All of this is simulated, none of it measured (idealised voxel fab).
The following process module bears the name voxel tone inversion.
We display cut, a cross-section 275 nm in width whose square cells are each 5 nm.
The cross-sections in this document take the form of a grid made of square cells. They are written out as bands, in order from top to bottom. Each band consists of one or more rows of cells. In this notation a band is specified by the heights of its top and bottom, in that order and in nm, after which its materials appear from left to right, each paired with its width in nm. The word "edge to edge" attached to a single material means that material fills the band from edge to edge; the word "blank" stands for empty space. Zero point of the height axis is 0; under it, received wafer = one material. Lowest band: continues down indefinitely, "0..down". The two numbers in a width such as "30->40" mark its ends across the band: the first belongs to the top row of cells, the second to the bottom row, and from each row to the next the width moves by the same amount. "nothing changed" means the step left every cell of the cross-section as it was. "Closed void entries" enumerates empty spaces isolated from the top, with no open way to it, that contain at least 8 cells, giving each as width x height at distance from the left edge, all three in nm. What comes after the settings on a step's line is commentary from the simulator itself on that step. Regarding "overlay nm": on a step with a mask, it is the distance the mask lay to the right of its planned place; a negative value places it to the left.

[Process steps - plan]
step 1: RECEIVE [material Si]
step 2: CONFORMAL_DEP [material SiCN] [thk nm 5]
step 3: DIRECTIONAL_DEP [material aC] [thk nm 25]
step 4: PATTERN [tone cover] [mask id POSTS] [material resist] [width nm 25] [pitch nm 55] [thk nm 30] [overlay nm 0]
step 5: DIRECTIONAL_ETCH [etch materials aC] [depth nm 25]
step 6: STRIP [etch materials resist]
step 7: FILL_DEP [material SiO2] [thk nm 10]
step 8: CMP [height nm 30]
step 9: STRIP [etch materials aC]

[Incoming wafer in cross-section (state: after step 1)]
> 0..down | Si edge to edge
> Closed void entries: none

[Look at the cross-section after the module: the wafer started out the way shown above and the plan was the one shown above, yet one mistake was made along the way]
> 30..0 | SiCN edge to edge
> 0..down | Si edge to edge
> Closed void entries: none
Want to know what went wrong? step 3 did not happen as planned, as run it was DIRECTIONAL_DEP [material SiCN] [thk nm 25]
